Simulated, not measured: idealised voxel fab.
Process module under the name voxel self aligned vias
For reference, the cross-section in this document is cut, with width 215 nm and square cells of 5 nm.
In this document a cross-section is written as a grid of square cells. It is given as a series of bands, listed from the top down, and a band is one or more rows of cells. The entry gives the band's vertical extent as a top height and a bottom height in nm, then its horizontal make-up as materials from left to right, each with a width in nm. "blank" stands for empty space; a single material marked "throughout" fills the band edge to edge. Heights are expressed relative to 0, this being the level below which the as-received wafer comprises one material exclusively. The lowest band is unbounded in the downward direction and is denoted as in "top 0, no bottom". Read "30->40" as a graded width: first number on top, second number at the bottom, same change between each pair of neighbouring rows. "nothing got changed" for a step: no cell of the cross-section changed in that step. Empty spaces counting at least 8 cells and having no open way to the top are listed in "Closed empty spaces". The notation width x height at distance is used for each, the distance being from the left edge and all three values in nm. The remark found on a step's line after its settings is issued by the simulator itself and pertains to that step. overlay nm: for a step with a mask, the amount by which the mask lay right of where it was planned; a negative amount means left of it.
[Planned step list for the process]
1: RECEIVE,material Si
2: CONFORMAL_DEP,material SiO2,thk nm 15
3: CONFORMAL_DEP,material SiCN,thk nm 5
4: DIRECTIONAL_DEP,material SiO2,thk nm 30
5: DIRECTIONAL_DEP,material aC,thk nm 15
6: PATTERN,tone open,mask id LINES,material resist,width nm 25,pitch nm 65,thk nm 30,overlay nm 0
7: DIRECTIONAL_ETCH,etch materials aC,depth nm 15
8: STRIP,etch materials resist
9: DIRECTIONAL_ETCH,etch materials SiO2,depth nm 30
10: STRIP,etch materials aC
11: CONFORMAL_DEP,material TiN,thk nm 5
12: FILL_DEP,material Ru,thk nm 5
13: CMP,height nm 50
14: SELECTIVE_ETCH,etch materials W Ru TiN,depth nm 5
15: FILL_DEP,material SiN,thk nm 10
16: CMP,height nm 50
17: DIRECTIONAL_DEP,material SiO2,thk nm 20
18: PATTERN,tone open,mask id VIAS,material resist,width nm 35,pitch nm 65,thk nm 15,overlay nm 0
19: DIRECTIONAL_ETCH,etch materials SiO2,depth nm 20
20: DIRECTIONAL_ETCH,etch materials SiN,depth nm 5
21: STRIP,etch materials resist
22: CONFORMAL_DEP,material TiN,thk nm 5
23: FILL_DEP,material W,thk nm 10
24: CMP,height nm 70
25: CONFORMAL_DEP,material SiCN,thk nm 5
[First of two wafers, with the run carried out as planned]
[Delivered wafer in cross-section: state after step 1]
- top 0, no bottom  Si throughout
- Closed empty spaces: none
[Cross-section of the wafer after step 2]
- top 15, bottom 0  SiO2 throughout
- At heights below 0, the structure remains unaltered.
[Cross-section of the wafer after step 3]
- top 20, bottom 15  SiCN throughout
- At heights below 15, the structure remains unaltered.
[Cross-section of the wafer after step 4]
- top 50, bottom 20  SiO2 throughout
- At heights below 20, the structure remains unaltered.
[Cross-section of the wafer after step 5]
- top 65, bottom 50  aC throughout
- At heights below 50, the structure remains unaltered.
[Cross-section of the wafer after step 6]
- top 95, bottom 65  30 resist / 25 blank / 40 resist / 25 blank / 40 resist / 25 blank / 30 resist
- At heights below 65, the structure remains unaltered.
[Cross-section of the wafer after step 7]
- top 80, bottom 65  30 resist / 25 blank / 40 resist / 25 blank / 40 resist / 25 blank / 30 resist
- top 65, bottom 50  30 aC / 25 blank / 40 aC / 25 blank / 40 aC / 25 blank / 30 aC
- At heights below 50, the structure remains unaltered.
[Cross-section of the wafer after step 8]
- top 65, bottom 50  30 aC / 25 blank / 40 aC / 25 blank / 40 aC / 25 blank / 30 aC
- At heights below 50, the structure remains unaltered.
[Cross-section of the wafer after step 9]
- top 65, bottom 50  30 aC / 25 blank / 40 aC / 25 blank / 40 aC / 25 blank / 30 aC
- top 50, bottom 20  30 SiO2 / 25 blank / 40 SiO2 / 25 blank / 40 SiO2 / 25 blank / 30 SiO2
- At heights below 20, the structure remains unaltered.
[Cross-section of the wafer after step 10]
- top 50, bottom 20  30 SiO2 / 25 blank / 40 SiO2 / 25 blank / 40 SiO2 / 25 blank / 30 SiO2
- At heights below 20, the structure remains unaltered.
[Cross-section of the wafer after step 11]
- top 55, bottom 50  35 TiN / 15 blank / 50 TiN / 15 blank / 50 TiN / 15 blank / 35 TiN
- top 50, bottom 25  30 SiO2 / 5 TiN / 15 blank / 5 TiN / 40 SiO2 / 5 TiN / 15 blank / 5 TiN / 40 SiO2 / 5 TiN / 15 blank / 5 TiN / 30 SiO2
- top 25, bottom 20  30 SiO2 / 25 TiN / 40 SiO2 / 25 TiN / 40 SiO2 / 25 TiN / 30 SiO2
- At heights below 20, the structure remains unaltered.
[Cross-section of the wafer after step 12]
- top 60, bottom 55  Ru throughout
- top 55, bottom 50  35 TiN / 15 Ru / 50 TiN / 15 Ru / 50 TiN / 15 Ru / 35 TiN
- top 50, bottom 25  30 SiO2 / 5 TiN / 15 Ru / 5 TiN / 40 SiO2 / 5 TiN / 15 Ru / 5 TiN / 40 SiO2 / 5 TiN / 15 Ru / 5 TiN / 30 SiO2
- At heights below 25, the structure remains unaltered.
[Cross-section of the wafer after step 13]
- top 50, bottom 25  30 SiO2 / 5 TiN / 15 Ru / 5 TiN / 40 SiO2 / 5 TiN / 15 Ru / 5 TiN / 40 SiO2 / 5 TiN / 15 Ru / 5 TiN / 30 SiO2
- At heights below 25, the structure remains unaltered.
[Cross-section of the wafer after step 14]
- top 50, bottom 45  30 SiO2 / 25 blank / 40 SiO2 / 25 blank / 40 SiO2 / 25 blank / 30 SiO2
- At heights below 45, the structure remains unaltered.
[Cross-section of the wafer after step 15]
- top 60, bottom 50  SiN throughout
- top 50, bottom 45  30 SiO2 / 25 SiN / 40 SiO2 / 25 SiN / 40 SiO2 / 25 SiN / 30 SiO2
- At heights below 45, the structure remains unaltered.
[Cross-section of the wafer after step 16]
- top 50, bottom 45  30 SiO2 / 25 SiN / 40 SiO2 / 25 SiN / 40 SiO2 / 25 SiN / 30 SiO2
- At heights below 45, the structure remains unaltered.
[Cross-section of the wafer after step 17]
- top 70, bottom 50  SiO2 throughout
- At heights below 50, the structure remains unaltered.
[Cross-section of the wafer after step 18]
- top 85, bottom 70  25 resist / 35 blank / 30 resist / 35 blank / 30 resist / 35 blank / 25 resist
- At heights below 70, the structure remains unaltered.
[Cross-section of the wafer after step 19]
- top 85, bottom 70  25 resist / 35 blank / 30 resist / 35 blank / 30 resist / 35 blank / 25 resist
- top 70, bottom 50  25 SiO2 / 35 blank / 30 SiO2 / 35 blank / 30 SiO2 / 35 blank / 25 SiO2
- At heights below 50, the structure remains unaltered.
[Cross-section of the wafer after step 20]
- top 85, bottom 70  25 resist / 35 blank / 30 resist / 35 blank / 30 resist / 35 blank / 25 resist
- top 70, bottom 50  25 SiO2 / 35 blank / 30 SiO2 / 35 blank / 30 SiO2 / 35 blank / 25 SiO2
- top 50, bottom 45  30 SiO2 / 25 blank / 40 SiO2 / 25 blank / 40 SiO2 / 25 blank / 30 SiO2
- At heights below 45, the structure remains unaltered.
[Cross-section of the wafer after step 21]
- top 70, bottom 50  25 SiO2 / 35 blank / 30 SiO2 / 35 blank / 30 SiO2 / 35 blank / 25 SiO2
- At heights below 50, the structure remains unaltered.
[Cross-section of the wafer after step 22]
- top 75, bottom 70  30 TiN / 25 blank / 40 TiN / 25 blank / 40 TiN / 25 blank / 30 TiN
- top 70, bottom 55  25 SiO2 / 5 TiN / 25 blank / 5 TiN / 30 SiO2 / 5 TiN / 25 blank / 5 TiN / 30 SiO2 / 5 TiN / 25 blank / 5 TiN / 25 SiO2
- top 55, bottom 50  25 SiO2 / 10 TiN / 15 blank / 10 TiN / 30 SiO2 / 10 TiN / 15 blank / 10 TiN / 30 SiO2 / 10 TiN / 15 blank / 10 TiN / 25 SiO2
- top 50, bottom 45  30 SiO2 / 25 TiN / 40 SiO2 / 25 TiN / 40 SiO2 / 25 TiN / 30 SiO2
- At heights below 45, the structure remains unaltered.
[Cross-section of the wafer after step 23]
- top 85, bottom 75  W throughout
- top 75, bottom 70  30 TiN / 25 W / 40 TiN / 25 W / 40 TiN / 25 W / 30 TiN
- top 70, bottom 55  25 SiO2 / 5 TiN / 25 W / 5 TiN / 30 SiO2 / 5 TiN / 25 W / 5 TiN / 30 SiO2 / 5 TiN / 25 W / 5 TiN / 25 SiO2
- top 55, bottom 50  25 SiO2 / 10 TiN / 15 W / 10 TiN / 30 SiO2 / 10 TiN / 15 W / 10 TiN / 30 SiO2 / 10 TiN / 15 W / 10 TiN / 25 SiO2
- At heights below 50, the structure remains unaltered.
[Cross-section of the wafer after step 24]
- top 70, bottom 55  25 SiO2 / 5 TiN / 25 W / 5 TiN / 30 SiO2 / 5 TiN / 25 W / 5 TiN / 30 SiO2 / 5 TiN / 25 W / 5 TiN / 25 SiO2
- At heights below 55, the structure remains unaltered.
[Cross-section of the wafer after step 25]
- top 75, bottom 70  SiCN throughout
- At heights below 70, the structure remains unaltered.
[The remaining wafer, second of the two, started like the first and was run to the same plan, except that one mistake was made along the way; the two coincide through step 5, inclusive]
[Second wafer, section view, time point: scheduled end of step 6]
- top 95, bottom 65  30 blank / 25 resist / 40 blank / 25 resist / 40 blank / 25 resist / 30 blank
- At heights below 65, the structure remains unaltered.
[Second wafer, section view, time point: scheduled end of step 7]
- top 80, bottom 65  30 blank / 25 resist / 40 blank / 25 resist / 40 blank / 25 resist / 30 blank
- top 65, bottom 50  30 blank / 25 aC / 40 blank / 25 aC / 40 blank / 25 aC / 30 blank
- At heights below 50, the structure remains unaltered.
[Second wafer, section view, time point: scheduled end of step 8]
- top 65, bottom 50  30 blank / 25 aC / 40 blank / 25 aC / 40 blank / 25 aC / 30 blank
- At heights below 50, the structure remains unaltered.
[Second wafer, section view, time point: scheduled end of step 9]
- top 65, bottom 50  30 blank / 25 aC / 40 blank / 25 aC / 40 blank / 25 aC / 30 blank
- top 50, bottom 20  30 blank / 25 SiO2 / 40 blank / 25 SiO2 / 40 blank / 25 SiO2 / 30 blank
- At heights below 20, the structure remains unaltered.
[Second wafer, section view, time point: scheduled end of step 10]
- top 50, bottom 20  30 blank / 25 SiO2 / 40 blank / 25 SiO2 / 40 blank / 25 SiO2 / 30 blank
- At heights below 20, the structure remains unaltered.
[Second wafer, section view, time point: scheduled end of step 11]
- top 55, bottom 50  25 blank / 35 TiN / 30 blank / 35 TiN / 30 blank / 35 TiN / 25 blank
- top 50, bottom 25  25 blank / 5 TiN / 25 SiO2 / 5 TiN / 30 blank / 5 TiN / 25 SiO2 / 5 TiN / 30 blank / 5 TiN / 25 SiO2 / 5 TiN / 25 blank
- top 25, bottom 20  30 TiN / 25 SiO2 / 40 TiN / 25 SiO2 / 40 TiN / 25 SiO2 / 30 TiN
- At heights below 20, the structure remains unaltered.
[Second wafer, section view, time point: scheduled end of step 12]
- top 60, bottom 55  Ru throughout
- top 55, bottom 50  25 Ru / 35 TiN / 30 Ru / 35 TiN / 30 Ru / 35 TiN / 25 Ru
- top 50, bottom 25  25 Ru / 5 TiN / 25 SiO2 / 5 TiN / 30 Ru / 5 TiN / 25 SiO2 / 5 TiN / 30 Ru / 5 TiN / 25 SiO2 / 5 TiN / 25 Ru
- At heights below 25, the structure remains unaltered.
[Second wafer, section view, time point: scheduled end of step 13]
- top 50, bottom 25  25 Ru / 5 TiN / 25 SiO2 / 5 TiN / 30 Ru / 5 TiN / 25 SiO2 / 5 TiN / 30 Ru / 5 TiN / 25 SiO2 / 5 TiN / 25 Ru
- At heights below 25, the structure remains unaltered.
[Second wafer, section view, time point: scheduled end of step 14]
- top 50, bottom 45  30 blank / 25 SiO2 / 40 blank / 25 SiO2 / 40 blank / 25 SiO2 / 30 blank
- At heights below 45, the structure remains unaltered.
[Second wafer, section view, time point: scheduled end of step 15]
- top 60, bottom 50  SiN throughout
- top 50, bottom 45  30 SiN / 25 SiO2 / 40 SiN / 25 SiO2 / 40 SiN / 25 SiO2 / 30 SiN
- At heights below 45, the structure remains unaltered.
[Second wafer, section view, time point: scheduled end of step 16]
- top 50, bottom 45  30 SiN / 25 SiO2 / 40 SiN / 25 SiO2 / 40 SiN / 25 SiO2 / 30 SiN
- At heights below 45, the structure remains unaltered.
[Second wafer, section view, time point: scheduled end of step 17]
- top 70, bottom 50  SiO2 throughout
- At heights below 50, the structure remains unaltered.
[Second wafer, section view, time point: scheduled end of step 18]
- top 85, bottom 70  25 resist / 35 blank / 30 resist / 35 blank / 30 resist / 35 blank / 25 resist
- At heights below 70, the structure remains unaltered.
[Second wafer, section view, time point: scheduled end of step 19]
- top 85, bottom 70  25 resist / 35 blank / 30 resist / 35 blank / 30 resist / 35 blank / 25 resist
- top 70, bottom 50  25 SiO2 / 35 blank / 30 SiO2 / 35 blank / 30 SiO2 / 35 blank / 25 SiO2
- At heights below 50, the structure remains unaltered.
[Second wafer, section view, time point: scheduled end of step 20]
- top 85, bottom 70  25 resist / 35 blank / 30 resist / 35 blank / 30 resist / 35 blank / 25 resist
- top 70, bottom 50  25 SiO2 / 35 blank / 30 SiO2 / 35 blank / 30 SiO2 / 35 blank / 25 SiO2
- top 50, bottom 45  25 SiN / 5 blank / 25 SiO2 / 5 blank / 30 SiN / 5 blank / 25 SiO2 / 5 blank / 30 SiN / 5 blank / 25 SiO2 / 5 blank / 25 SiN
- At heights below 45, the structure remains unaltered.
[Second wafer, section view, time point: scheduled end of step 21]
- top 70, bottom 50  25 SiO2 / 35 blank / 30 SiO2 / 35 blank / 30 SiO2 / 35 blank / 25 SiO2
- At heights below 50, the structure remains unaltered.
[Second wafer, section view, time point: scheduled end of step 22]
- top 75, bottom 70  30 TiN / 25 blank / 40 TiN / 25 blank / 40 TiN / 25 blank / 30 TiN
- top 70, bottom 55  25 SiO2 / 5 TiN / 25 blank / 5 TiN / 30 SiO2 / 5 TiN / 25 blank / 5 TiN / 30 SiO2 / 5 TiN / 25 blank / 5 TiN / 25 SiO2
- top 55, bottom 50  25 SiO2 / 35 TiN / 30 SiO2 / 35 TiN / 30 SiO2 / 35 TiN / 25 SiO2
- top 50, bottom 45  25 SiN / 5 TiN / 25 SiO2 / 5 TiN / 30 SiN / 5 TiN / 25 SiO2 / 5 TiN / 30 SiN / 5 TiN / 25 SiO2 / 5 TiN / 25 SiN
- At heights below 45, the structure remains unaltered.
[Second wafer, section view, time point: scheduled end of step 23]
- top 85, bottom 75  W throughout
- top 75, bottom 70  30 TiN / 25 W / 40 TiN / 25 W / 40 TiN / 25 W / 30 TiN
- top 70, bottom 55  25 SiO2 / 5 TiN / 25 W / 5 TiN / 30 SiO2 / 5 TiN / 25 W / 5 TiN / 30 SiO2 / 5 TiN / 25 W / 5 TiN / 25 SiO2
- At heights below 55, the structure remains unaltered.
[Second wafer, section view, time point: scheduled end of step 24]
- top 70, bottom 55  25 SiO2 / 5 TiN / 25 W / 5 TiN / 30 SiO2 / 5 TiN / 25 W / 5 TiN / 30 SiO2 / 5 TiN / 25 W / 5 TiN / 25 SiO2
- At heights below 55, the structure remains unaltered.
[Second wafer, section view, time point: scheduled end of step 25]
- top 75, bottom 70  SiCN throughout
- At heights below 70, the structure remains unaltered.
Nonconformance to the process plan: the process deviated at step 6: the operation and settings actually run there were PATTERN,tone cover,mask id LINES,material resist,width nm 25,pitch nm 65,thk nm 30,overlay nm 0
Cell-count delta at end, second wafer over first, by material: Ru: 52 more | SiN: 22 more | SiO2: 78 fewer | TiN: 13 more | W: 9 fewer
